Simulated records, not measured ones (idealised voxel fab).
Module name: voxel self aligned contacts (process module)
FYI the section here is cut, 200 nm wide, cells are 5 nm squares.
Throughout this document, each cross-section is represented as a grid of square cells and is presented as a sequence of bands enumerated from the top downward, where a band comprises one or more rows of cells.
A band entry consists of two parts. The first gives the height of the band's top and the height of its bottom, in nm. The rest lists the band's materials from left to right, each with its width in nm. A single material labelled with the word "everywhere" fills the band from edge to edge, and the word "empty" marks empty space.
Basically, 0 is our baseline, since under it the wafer straight out of the box is all one material. The bottom band has no lower end and keeps on going down, so it looks like "from 0 down".
Think of "30..40" as a width that walks from the first number to the second as you go down the band, top row to bottom row, taking equal-sized steps from row to row.
"no change occurred" after a step means that no cell of the cross-section changed.
Under "Sealed voids" you'll find the enclosed gaps, the ones with no way out to the top, that are 8 cells or bigger; each reads width x height at distance, with distance counted from the left edge, everything in nm.
Where a step's line continues beyond its settings, the continuation is a remark by the simulator itself on that step.
overlay nm: for a step with a mask, the amount by which the mask lay right of where it was planned; a negative amount means left of it.
SO HERE'S THE LINEUP OF PROCESS STEPS WE PLANNED
1 RECEIVE with material Si
2 CONFORMAL_DEP with material SiO2, thk nm 5
3 DIRECTIONAL_DEP with material polySi, thk nm 25
4 DIRECTIONAL_DEP with material SiN, thk nm 20
5 DIRECTIONAL_DEP with material aC, thk nm 15
6 PATTERN with tone cover, mask id GATE, material resist, width nm 35, pitch nm 70, thk nm 35, overlay nm 0
7 DIRECTIONAL_ETCH with etch materials aC, depth nm 15
8 STRIP with etch materials resist
9 DIRECTIONAL_ETCH with etch materials SiN, depth nm 20
10 DIRECTIONAL_ETCH with etch materials polySi, depth nm 25
11 STRIP with etch materials aC
12 CONFORMAL_DEP with material SiN, thk nm 10
13 DIRECTIONAL_ETCH with etch materials SiN, depth nm 10
14 FILL_DEP with material SiO2, thk nm 10
15 CMP with height nm 55
16 PATTERN with tone open, mask id CONTACT, material resist, width nm 55, thk nm 15, overlay nm 0
17 DIRECTIONAL_ETCH with etch materials SiO2, depth nm 55
18 STRIP with etch materials resist
19 CONFORMAL_DEP with material TiN, thk nm 5
20 FILL_DEP with material W, thk nm 5
21 CMP with height nm 55
22 CONFORMAL_DEP with material SiN, thk nm 5
THE FIRST OF TWO WAFERS, RUN AS PLANNED
CROSS-SECTION OF THE WAFER AT RECEIPT, WHICH IS THE CONDITION AFTER STEP 1
> from 0 down | Si everywhere
> Sealed voids: none
PRESENTED HERE IS A CROSS-SECTION OF THE WAFER AFTER STEP 2 HAS BEEN PERFORMED
> from 5 to 0 | SiO2 everywhere
> Whatever lies below 0 is exactly as it was before.
PRESENTED HERE IS A CROSS-SECTION OF THE WAFER AFTER STEP 3 HAS BEEN PERFORMED
> from 30 to 5 | polySi everywhere
> Whatever lies below 5 is exactly as it was before.
PRESENTED HERE IS A CROSS-SECTION OF THE WAFER AFTER STEP 4 HAS BEEN PERFORMED
> from 50 to 30 | SiN everywhere
> Whatever lies below 30 is exactly as it was before.
PRESENTED HERE IS A CROSS-SECTION OF THE WAFER AFTER STEP 5 HAS BEEN PERFORMED
> from 65 to 50 | aC everywhere
> Whatever lies below 50 is exactly as it was before.
PRESENTED HERE IS A CROSS-SECTION OF THE WAFER AFTER STEP 6 HAS BEEN PERFORMED
> from 100 to 65 | 45 empty, 35 resist, 35 empty, 35 resist, 50 empty
> Whatever lies below 65 is exactly as it was before.
PRESENTED HERE IS A CROSS-SECTION OF THE WAFER AFTER STEP 7 HAS BEEN PERFORMED
> from 85 to 65 | 45 empty, 35 resist, 35 empty, 35 resist, 50 empty
> from 65 to 50 | 45 empty, 35 aC, 35 empty, 35 aC, 50 empty
> Whatever lies below 50 is exactly as it was before.
PRESENTED HERE IS A CROSS-SECTION OF THE WAFER AFTER STEP 8 HAS BEEN PERFORMED
> from 65 to 50 | 45 empty, 35 aC, 35 empty, 35 aC, 50 empty
> Whatever lies below 50 is exactly as it was before.
PRESENTED HERE IS A CROSS-SECTION OF THE WAFER AFTER STEP 9 HAS BEEN PERFORMED
> from 65 to 50 | 45 empty, 35 aC, 35 empty, 35 aC, 50 empty
> from 50 to 30 | 45 empty, 35 SiN, 35 empty, 35 SiN, 50 empty
> Whatever lies below 30 is exactly as it was before.
PRESENTED HERE IS A CROSS-SECTION OF THE WAFER AFTER STEP 10 HAS BEEN PERFORMED
> from 65 to 50 | 45 empty, 35 aC, 35 empty, 35 aC, 50 empty
> from 50 to 30 | 45 empty, 35 SiN, 35 empty, 35 SiN, 50 empty
> from 30 to 5 | 45 empty, 35 polySi, 35 empty, 35 polySi, 50 empty
> Whatever lies below 5 is exactly as it was before.
PRESENTED HERE IS A CROSS-SECTION OF THE WAFER AFTER STEP 11 HAS BEEN PERFORMED
> from 50 to 30 | 45 empty, 35 SiN, 35 empty, 35 SiN, 50 empty
> Whatever lies below 30 is exactly as it was before.
PRESENTED HERE IS A CROSS-SECTION OF THE WAFER AFTER STEP 12 HAS BEEN PERFORMED
> from 60 to 30 | 35 empty, 55 SiN, 15 empty, 55 SiN, 40 empty
> from 30 to 15 | 35 empty, 10 SiN, 35 polySi, 10 SiN, 15 empty, 10 SiN, 35 polySi, 10 SiN, 40 empty
> from 15 to 5 | 45 SiN, 35 polySi, 35 SiN, 35 polySi, 50 SiN
> Whatever lies below 5 is exactly as it was before.
PRESENTED HERE IS A CROSS-SECTION OF THE WAFER AFTER STEP 13 HAS BEEN PERFORMED
> from 50 to 30 | 35 empty, 55 SiN, 15 empty, 55 SiN, 40 empty
> from 30 to 5 | 35 empty, 10 SiN, 35 polySi, 10 SiN, 15 empty, 10 SiN, 35 polySi, 10 SiN, 40 empty
> Whatever lies below 5 is exactly as it was before.
PRESENTED HERE IS A CROSS-SECTION OF THE WAFER AFTER STEP 14 HAS BEEN PERFORMED
> from 60 to 50 | SiO2 everywhere
> from 50 to 30 | 35 SiO2, 55 SiN, 15 SiO2, 55 SiN, 40 SiO2
> from 30 to 5 | 35 SiO2, 10 SiN, 35 polySi, 10 SiN, 15 SiO2, 10 SiN, 35 polySi, 10 SiN, 40 SiO2
> Whatever lies below 5 is exactly as it was before.
PRESENTED HERE IS A CROSS-SECTION OF THE WAFER AFTER STEP 15 HAS BEEN PERFORMED
> from 55 to 50 | SiO2 everywhere
> Whatever lies below 50 is exactly as it was before.
PRESENTED HERE IS A CROSS-SECTION OF THE WAFER AFTER STEP 16 HAS BEEN PERFORMED
> from 70 to 55 | 70 resist, 55 empty, 75 resist
> Whatever lies below 55 is exactly as it was before.
PRESENTED HERE IS A CROSS-SECTION OF THE WAFER AFTER STEP 17 HAS BEEN PERFORMED
> from 70 to 55 | 70 resist, 55 empty, 75 resist
> from 55 to 50 | 70 SiO2, 55 empty, 75 SiO2
> from 50 to 30 | 35 SiO2, 55 SiN, 15 empty, 55 SiN, 40 SiO2
> from 30 to 5 | 35 SiO2, 10 SiN, 35 polySi, 10 SiN, 15 empty, 10 SiN, 35 polySi, 10 SiN, 40 SiO2
> from 5 to 0 | 90 SiO2, 15 empty, 95 SiO2
> Whatever lies below 0 is exactly as it was before.
PRESENTED HERE IS A CROSS-SECTION OF THE WAFER AFTER STEP 18 HAS BEEN PERFORMED
> from 55 to 50 | 70 SiO2, 55 empty, 75 SiO2
> Whatever lies below 50 is exactly as it was before.
PRESENTED HERE IS A CROSS-SECTION OF THE WAFER AFTER STEP 19 HAS BEEN PERFORMED
> from 60 to 55 | 75 TiN, 45 empty, 80 TiN
> from 55 to 50 | 70 SiO2, 25 TiN, 5 empty, 25 TiN, 75 SiO2
> from 50 to 30 | 35 SiO2, 55 SiN, 5 TiN, 5 empty, 5 TiN, 55 SiN, 40 SiO2
> from 30 to 5 | 35 SiO2, 10 SiN, 35 polySi, 10 SiN, 5 TiN, 5 empty, 5 TiN, 10 SiN, 35 polySi, 10 SiN, 40 SiO2
> from 5 to 0 | 90 SiO2, 15 TiN, 95 SiO2
> Whatever lies below 0 is exactly as it was before.
PRESENTED HERE IS A CROSS-SECTION OF THE WAFER AFTER STEP 20 HAS BEEN PERFORMED
> from 65 to 60 | W everywhere
> from 60 to 55 | 75 TiN, 45 W, 80 TiN
> from 55 to 50 | 70 SiO2, 25 TiN, 5 W, 25 TiN, 75 SiO2
> from 50 to 30 | 35 SiO2, 55 SiN, 5 TiN, 5 W, 5 TiN, 55 SiN, 40 SiO2
> from 30 to 5 | 35 SiO2, 10 SiN, 35 polySi, 10 SiN, 5 TiN, 5 W, 5 TiN, 10 SiN, 35 polySi, 10 SiN, 40 SiO2
> Whatever lies below 5 is exactly as it was before.
PRESENTED HERE IS A CROSS-SECTION OF THE WAFER AFTER STEP 21 HAS BEEN PERFORMED
> from 55 to 50 | 70 SiO2, 25 TiN, 5 W, 25 TiN, 75 SiO2
> Whatever lies below 50 is exactly as it was before.
PRESENTED HERE IS A CROSS-SECTION OF THE WAFER AFTER STEP 22 HAS BEEN PERFORMED
> from 60 to 55 | SiN everywhere
> Whatever lies below 55 is exactly as it was before.
WAFER TWO OF TWO - SAME STARTING POINT, SAME PROCESS PLAN, ONE MISTAKE IN EXECUTION; MATCHES WAFER ONE UP TO AND INCLUDING STEP 2
WHAT THE SECOND WAFER LOOKS LIKE IN CROSS-SECTION WHEN STEP 3 SHOULD HAVE WRAPPED UP
> from 30 to 0 | SiO2 everywhere
> Whatever lies below 0 is exactly as it was before.
WHAT THE SECOND WAFER LOOKS LIKE IN CROSS-SECTION WHEN STEP 4 SHOULD HAVE WRAPPED UP
> from 50 to 30 | SiN everywhere
> Whatever lies below 30 is exactly as it was before.
WHAT THE SECOND WAFER LOOKS LIKE IN CROSS-SECTION WHEN STEP 5 SHOULD HAVE WRAPPED UP
> from 65 to 50 | aC everywhere
> Whatever lies below 50 is exactly as it was before.
WHAT THE SECOND WAFER LOOKS LIKE IN CROSS-SECTION WHEN STEP 6 SHOULD HAVE WRAPPED UP
> from 100 to 65 | 45 empty, 35 resist, 35 empty, 35 resist, 50 empty
> Whatever lies below 65 is exactly as it was before.
WHAT THE SECOND WAFER LOOKS LIKE IN CROSS-SECTION WHEN STEP 7 SHOULD HAVE WRAPPED UP
> from 85 to 65 | 45 empty, 35 resist, 35 empty, 35 resist, 50 empty
> from 65 to 50 | 45 empty, 35 aC, 35 empty, 35 aC, 50 empty
> Whatever lies below 50 is exactly as it was before.
WHAT THE SECOND WAFER LOOKS LIKE IN CROSS-SECTION WHEN STEP 8 SHOULD HAVE WRAPPED UP
> from 65 to 50 | 45 empty, 35 aC, 35 empty, 35 aC, 50 empty
> Whatever lies below 50 is exactly as it was before.
WHAT THE SECOND WAFER LOOKS LIKE IN CROSS-SECTION WHEN STEP 9 SHOULD HAVE WRAPPED UP
> from 65 to 50 | 45 empty, 35 aC, 35 empty, 35 aC, 50 empty
> from 50 to 30 | 45 empty, 35 SiN, 35 empty, 35 SiN, 50 empty
> Whatever lies below 30 is exactly as it was before.
What the second wafer looks like in cross-section when step 10 should have wrapped up: no change occurred
WHAT THE SECOND WAFER LOOKS LIKE IN CROSS-SECTION WHEN STEP 11 SHOULD HAVE WRAPPED UP
> from 50 to 30 | 45 empty, 35 SiN, 35 empty, 35 SiN, 50 empty
> Whatever lies below 30 is exactly as it was before.
WHAT THE SECOND WAFER LOOKS LIKE IN CROSS-SECTION WHEN STEP 12 SHOULD HAVE WRAPPED UP
> from 60 to 40 | 35 empty, 55 SiN, 15 empty, 55 SiN, 40 empty
> from 40 to 30 | SiN everywhere
> Whatever lies below 30 is exactly as it was before.
WHAT THE SECOND WAFER LOOKS LIKE IN CROSS-SECTION WHEN STEP 13 SHOULD HAVE WRAPPED UP
> from 50 to 30 | 35 empty, 55 SiN, 15 empty, 55 SiN, 40 empty
> Whatever lies below 30 is exactly as it was before.
WHAT THE SECOND WAFER LOOKS LIKE IN CROSS-SECTION WHEN STEP 14 SHOULD HAVE WRAPPED UP
> from 60 to 50 | SiO2 everywhere
> from 50 to 30 | 35 SiO2, 55 SiN, 15 SiO2, 55 SiN, 40 SiO2
> Whatever lies below 30 is exactly as it was before.
WHAT THE SECOND WAFER LOOKS LIKE IN CROSS-SECTION WHEN STEP 15 SHOULD HAVE WRAPPED UP
> from 55 to 50 | SiO2 everywhere
> Whatever lies below 50 is exactly as it was before.
WHAT THE SECOND WAFER LOOKS LIKE IN CROSS-SECTION WHEN STEP 16 SHOULD HAVE WRAPPED UP
> from 70 to 55 | 70 resist, 55 empty, 75 resist
> Whatever lies below 55 is exactly as it was before.
WHAT THE SECOND WAFER LOOKS LIKE IN CROSS-SECTION WHEN STEP 17 SHOULD HAVE WRAPPED UP
> from 70 to 55 | 70 resist, 55 empty, 75 resist
> from 55 to 50 | 70 SiO2, 55 empty, 75 SiO2
> from 50 to 30 | 35 SiO2, 55 SiN, 15 empty, 55 SiN, 40 SiO2
> from 30 to 0 | 90 SiO2, 15 empty, 95 SiO2
> Whatever lies below 0 is exactly as it was before.
WHAT THE SECOND WAFER LOOKS LIKE IN CROSS-SECTION WHEN STEP 18 SHOULD HAVE WRAPPED UP
> from 55 to 50 | 70 SiO2, 55 empty, 75 SiO2
> Whatever lies below 50 is exactly as it was before.
WHAT THE SECOND WAFER LOOKS LIKE IN CROSS-SECTION WHEN STEP 19 SHOULD HAVE WRAPPED UP
> from 60 to 55 | 75 TiN, 45 empty, 80 TiN
> from 55 to 50 | 70 SiO2, 25 TiN, 5 empty, 25 TiN, 75 SiO2
> from 50 to 30 | 35 SiO2, 55 SiN, 5 TiN, 5 empty, 5 TiN, 55 SiN, 40 SiO2
> from 30 to 5 | 90 SiO2, 5 TiN, 5 empty, 5 TiN, 95 SiO2
> from 5 to 0 | 90 SiO2, 15 TiN, 95 SiO2
> Whatever lies below 0 is exactly as it was before.
WHAT THE SECOND WAFER LOOKS LIKE IN CROSS-SECTION WHEN STEP 20 SHOULD HAVE WRAPPED UP
> from 65 to 60 | W everywhere
> from 60 to 55 | 75 TiN, 45 W, 80 TiN
> from 55 to 50 | 70 SiO2, 25 TiN, 5 W, 25 TiN, 75 SiO2
> from 50 to 30 | 35 SiO2, 55 SiN, 5 TiN, 5 W, 5 TiN, 55 SiN, 40 SiO2
> from 30 to 5 | 90 SiO2, 5 TiN, 5 W, 5 TiN, 95 SiO2
> Whatever lies below 5 is exactly as it was before.
WHAT THE SECOND WAFER LOOKS LIKE IN CROSS-SECTION WHEN STEP 21 SHOULD HAVE WRAPPED UP
> from 55 to 50 | 70 SiO2, 25 TiN, 5 W, 25 TiN, 75 SiO2
> Whatever lies below 50 is exactly as it was before.
WHAT THE SECOND WAFER LOOKS LIKE IN CROSS-SECTION WHEN STEP 22 SHOULD HAVE WRAPPED UP
> from 60 to 55 | SiN everywhere
> Whatever lies below 55 is exactly as it was before.
The mistake made against the process plan was this: step 3 ran differently from the plan; actual operation with settings: DIRECTIONAL_DEP with material SiO2, thk nm 25
Final comparison by cell count, materials where the second wafer has more or fewer than the first: SiN: 40 fewer, SiO2: 110 more, polySi: 70 fewer
